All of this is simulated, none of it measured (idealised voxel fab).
Title: Process Module voxel trench capacitor
Cross-sectional view cut (width: 225 nm; square cell size: 5 nm).
Reading order for cross-sections: top band down to bottom band. Underlying form: a grid of square cells. Band size: one or more rows of cells.
Top height, bottom height, nm. Materials left to right, width each, nm. Single material + "throughout" = fills band edge to edge. "empty" = empty.
Heights from 0 (as-received wafer is one material below). Bottom band endless downward, as "0 and below".
The expression "30->40" gives the width at the extremes of the band, the first number at its top row of cells and the second at its bottom row, with the width changing by equal amounts from each row to the next in between.
Key: "nothing altered" - step with no changed cell in the cross-section.
Closed empty spaces (no open way to the top) of 8 cells or more are what "Enclosed void list" lists, each as width x height at distance from the left edge, nm for all three.
Note: text after step settings on the step line = simulator remark on that step.
overlay nm: where the mask lay relative to plan, measured to the right, on steps with a mask; negatives go left.
Set out below are the planned steps of the process
| 1 | RECEIVE [material Si] |
| 2 | CONFORMAL_DEP [material SiN] [thk nm 5] |
| 3 | DIRECTIONAL_DEP [material aC] [thk nm 10] |
| 4 | PATTERN [tone open] [mask id TRENCH] [material resist] [width nm 15] [pitch nm 45] [thk nm 25] [overlay nm 0] |
| 5 | DIRECTIONAL_ETCH [etch materials aC] [depth nm 10] |
| 6 | STRIP [etch materials resist] |
| 7 | DIRECTIONAL_ETCH [etch materials SiN] [depth nm 5] |
| 8 | DIRECTIONAL_ETCH [etch materials Si] [depth nm 30] |
| 9 | STRIP [etch materials aC] |
| 10 | CONFORMAL_DEP [material Al2O3] [thk nm 5] |
| 11 | FILL_DEP [material polySi] [thk nm 10] |
| 12 | CMP [height nm 5] |
Step 1 complete: cross-section of the wafer as received
> 0 and below: Si throughout
> Enclosed void list: none
Cross-section, end of module. Start: as above. Plan: as above. Execution: one mistake
> 5 down to 0: SiN 70 / Al2O3 5 / polySi 5 / Al2O3 5 / SiN 30 / Al2O3 5 / polySi 5 / Al2O3 5 / SiN 95
> 0 down to -25: Si 70 / Al2O3 5 / polySi 5 / Al2O3 5 / Si 30 / Al2O3 5 / polySi 5 / Al2O3 5 / Si 95
> -25 down to -30: Si 70 / Al2O3 15 / Si 30 / Al2O3 15 / Si 95
> -30 and below: Si throughout
> Enclosed void list: none
Deviation from plan: step 4 did not happen as planned, as run it was PATTERN [tone open] [mask id TRENCH] [material resist] [width nm 15] [pitch nm 45] [thk nm 25] [overlay nm -10]
